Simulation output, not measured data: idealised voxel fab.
Herein follows the process module entitled voxel gate over fins.
Cross-sectional view cut (width: 190 nm; square cell size: 5 nm).
Throughout this document, each cross-section is represented as a grid of square cells and is presented as a sequence of bands enumerated from the top downward, where a band comprises one or more rows of cells.
Heads up on the band format: heights come first, top then bottom, in nm. After that it's the materials left to right, each with its width in nm. A single material flagged "full width" fills the whole band edge to edge, and "blank" means there's empty space there.
A quick word on heights: they are counted from 0, and under that level the wafer as it came to us is one material throughout. The lowest band is different from the rest in having no bottom; it simply continues downward, written as in "z 0 and below".
The expression "30..40" gives the width at the extremes of the band, the first number at its top row of cells and the second at its bottom row, with the width changing by equal amounts from each row to the next in between.
The designation "nothing was modified", where it is given for a processing step, indicates that no cell of the cross-section was altered in the course of that step.
Listed in "Closed voids list": every empty space of 8 or more cells without an open way to the top. Form: width x height at distance, the distance being from the left edge, all in nm.
What comes after the settings on a step's line is commentary from the simulator itself on that step.
Among the settings permitted on a step's line is "overlay nm"; applied to a step with a mask, it specifies the extent to which the mask lay to the right of its planned position, whereas a negative figure signifies a position to the left.
[Below is the list of planned process steps]
1) RECEIVE | material Si
2) CONFORMAL_DEP | material SiN | thk nm 5
3) DIRECTIONAL_DEP | material aC | thk nm 15
4) PATTERN | tone cover | mask id FINS | material resist | width nm 15 | pitch nm 40 | thk nm 30 | overlay nm 0
5) DIRECTIONAL_ETCH | etch materials aC | depth nm 15
6) STRIP | etch materials resist
7) DIRECTIONAL_ETCH | etch materials SiN | depth nm 5
8) DIRECTIONAL_ETCH | etch materials Si | depth nm 35
9) STRIP | etch materials aC
10) FILL_DEP | material SiO2 | thk nm 15
11) CMP | height nm 5
12) SELECTIVE_ETCH | etch materials SiO2 | depth nm 15
13) STRIP | etch materials SiN
14) CONFORMAL_DEP | material HfO2 | thk nm 5
15) CONFORMAL_DEP | material TiN | thk nm 5
16) FILL_DEP | material W | thk nm 15
17) CMP | height nm 20
18) CONFORMAL_DEP | material SiN | thk nm 10
[Incoming wafer, cross-sectional view, post step 1]
z 0 and below  Si full width
Closed voids list: none
[Post-module cross-section: identical start and plan to those above, one misstep in execution]
z 30 to 20  SiN full width
z 20 to 10  W full width
z 10 to 5  W (50); TiN (85); W (55)
z 5 to 0  W (50); TiN (5); HfO2 (35); TiN (5); HfO2 (35); TiN (5); W (55)
z 0 to -5  TiN (55); HfO2 (5); Si (25); HfO2 (5); TiN (5); HfO2 (5); Si (25); HfO2 (5); TiN (60)
z -5 to -10  HfO2 (60); Si (25); HfO2 (15); Si (25); HfO2 (65)
z -10 to -35  SiO2 (60); Si (25); SiO2 (15); Si (25); SiO2 (65)
z -35 and below  Si full width
Closed voids list: none
Diagnosis: step 4 went in with a setting other than planned; the actual run was PATTERN | tone cover | mask id FINS | material resist | width nm 25 | pitch nm 40 | thk nm 30 | overlay nm 0
